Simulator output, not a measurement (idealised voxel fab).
process module | voxel self aligned contacts
cross-section cut | 220 nm wide | cells 5 nm
A cross-section is a grid of square cells, given in bands from the top down. A band is one or more rows of cells.
Each band's line starts with the height of the band's top and of its bottom, in nm. Then come its materials from left to right, each with its width in nm. One material with "throughout" fills the band from edge to edge. "air" is empty space.
Height 0 is the level under which the wafer as received is all one material. The lowest band goes on downwards, as in "0 down".
A width such as "30 to 40" changes by the same amount from each row of cells to the next, from the band's top row to its bottom row.
"no change" after a step means that no cell of the cross-section changed.
closed voids: empty space of 8 cells or more with no open way to the top, each as width x height at its distance from the left edge, in nm
after a step's settings: what the simulator itself notes on the step
overlay nm, on a step with a mask: how far to the right of its planned place the mask lay; to the left if negative
plan
1 op RECEIVE | material Si
2 op OXIDIZE | depth nm 5
3 op DIRECTIONAL_DEP | material polySi | thk nm 30
4 op DIRECTIONAL_DEP | material SiN | thk nm 15
5 op MASKED_ETCH | tone cover | mask id GATE | width nm 30 | pitch nm 60 | etch materials SiN | depth nm 15 | overlay nm 0
6 op MASKED_ETCH | tone cover | mask id GATE | width nm 30 | pitch nm 60 | etch materials polySi | depth nm 30 | overlay nm 0
7 op CONFORMAL_DEP | material SiN | thk nm 5
8 op DIRECTIONAL_ETCH | etch materials SiN | depth nm 5
9 op FILL_DEP | material SiO2 | thk nm 15
10 op CMP | height nm 55
11 op PATTERN | tone open | mask id CONTACT | material resist | width nm 40 | pitch nm 60 | thk nm 20 | overlay nm 0
12 op DIRECTIONAL_ETCH | etch materials SiO2 | depth nm 60
13 op STRIP | etch materials resist
14 op CONFORMAL_DEP | material TiN | thk nm 5
15 op FILL_DEP | material W | thk nm 5
16 op CMP | height nm 55
17 op CONFORMAL_DEP | material SiN | thk nm 5
as received, after step 1
  0 down: Si throughout
  closed voids: none
a wafer at the end: this start, this plan, one mistake
  60 to 55: SiN throughout
  55 to 45: SiO2 60 | TiN 5 to 15 | W 30 to 10 | TiN 5 to 15 | SiO2 20 | TiN 5 to 15 | W 30 to 10 | TiN 5 to 15 | SiO2 60
  45 to 30: SiO2 30 | SiN 40 | TiN 5 | W 10 | TiN 5 | SiN 40 | TiN 5 | W 10 | TiN 5 | SiN 40 | SiO2 30
  30 to 10: SiO2 30 | SiN 5 | polySi 30 | SiN 5 | TiN 5 | W 10 | TiN 5 | SiN 5 | polySi 30 | SiN 5 | TiN 5 | W 10 | TiN 5 | SiN 5 | polySi 30 | SiN 5 | SiO2 30
  10 to 5: SiO2 30 | SiN 5 | polySi 30 | SiN 5 | TiN 20 | SiN 5 | polySi 30 | SiN 5 | TiN 20 | SiN 5 | polySi 30 | SiN 5 | SiO2 30
  5 to 0: SiN 35 | polySi 30 | SiN 30 | polySi 30 | SiN 30 | polySi 30 | SiN 35
  0 to -5: SiO2 throughout
  -5 down: Si throughout
  closed voids: none
what went wrong: steps 7 and 8 were swapped
